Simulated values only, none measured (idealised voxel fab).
The document below concerns the process module designated voxel self aligned vias.
Square cells of 5 nm make up the cross-section cut, whose width is 290 nm.
The cross-sections in this document take the form of a grid made of square cells. They are written out as bands, in order from top to bottom. Each band consists of one or more rows of cells. The entry gives the band's vertical extent as a top height and a bottom height in nm, then its horizontal make-up as materials from left to right, each with a width in nm. "air" stands for empty space; a single material marked "full width" fills the band edge to edge. Heads up on the height convention: 0 is the point under which the incoming wafer is all one material, and the lowest band has no bottom, it just keeps going down, like "from 0 down". Note: "30->40" means the width goes from the first number (top row of the band) to the second number (bottom row) in equal steps per row of cells. Any step labelled "no modification" changed none of the cells in the cross-section. "Closed cavity list" - sealed voids, min. 8 cells, no opening to top; format: width x height at distance (distance from left edge; nm throughout). The remark found on a step's line after its settings is issued by the simulator itself and pertains to that step. The "overlay nm" setting may appear on a step's line; for a step that uses a mask, it gives how far to the right of its planned position the mask lay, and a negative value indicates the left.
The process steps that were planned are listed below:
1: RECEIVE with material Si
2: CONFORMAL_DEP with material SiO2, thk nm 15
3: CONFORMAL_DEP with material SiCN, thk nm 5
4: DIRECTIONAL_DEP with material SiO2, thk nm 20
5: MASKED_ETCH with tone open, mask id LINES, width nm 30, pitch nm 65, etch materials SiO2, depth nm 20, overlay nm 0
6: CONFORMAL_DEP with material TiN, thk nm 5
7: FILL_DEP with material Ru, thk nm 10
8: CMP with height nm 40
9: SELECTIVE_ETCH with etch materials W Ru TiN, depth nm 5
10: FILL_DEP with material SiN, thk nm 10
11: CMP with height nm 40
12: DIRECTIONAL_DEP with material SiO2, thk nm 15
13: DIRECTIONAL_DEP with material aC, thk nm 10
14: PATTERN with tone open, mask id VIAS, material resist, width nm 40, pitch nm 130, thk nm 30, overlay nm 0
15: DIRECTIONAL_ETCH with etch materials aC, depth nm 10
16: STRIP with etch materials resist
17: DIRECTIONAL_ETCH with etch materials SiO2, depth nm 15
18: DIRECTIONAL_ETCH with etch materials SiN, depth nm 5
19: STRIP with etch materials aC
20: CONFORMAL_DEP with material TiN, thk nm 5
21: FILL_DEP with material W, thk nm 10
22: CMP with height nm 55
23: CONFORMAL_DEP with material SiCN, thk nm 5
This is the cross-section of the wafer as we received it, i.e. after step 1:
* from 0 down  Si full width
* Closed cavity list: none
The plan above was carried out on the starting structure above with one mistake, and this cross-section shows the wafer at the end of the module:
* from 60 to 55  SiCN full width
* from 55 to 45  SiO2: 50; TiN: 5; W: 30; TiN: 5; SiO2: 90; TiN: 5; W: 30; TiN: 5; SiO2: 70
* from 45 to 40  SiO2: 50; TiN: 20; W: 15; TiN: 5; SiO2: 90; TiN: 20; W: 15; TiN: 5; SiO2: 70
* from 40 to 35  SiO2: 65; TiN: 25; SiN: 5; SiO2: 35; SiN: 30; SiO2: 35; TiN: 25; SiN: 5; SiO2: 65
* from 35 to 25  SiO2: 65; TiN: 5; Ru: 20; TiN: 5; SiO2: 35; TiN: 5; Ru: 20; TiN: 5; SiO2: 35; TiN: 5; Ru: 20; TiN: 5; SiO2: 65
* from 25 to 20  SiO2: 65; TiN: 30; SiO2: 35; TiN: 30; SiO2: 35; TiN: 30; SiO2: 65
* from 20 to 15  SiCN full width
* from 15 to 0  SiO2 full width
* from 0 down  Si full width
* Closed cavity list: none
Misprocessing identified: heads up, step 14 didn't go per plan, it actually ran as PATTERN with tone open, mask id VIAS, material resist, width nm 40, pitch nm 130, thk nm 30, overlay nm -10
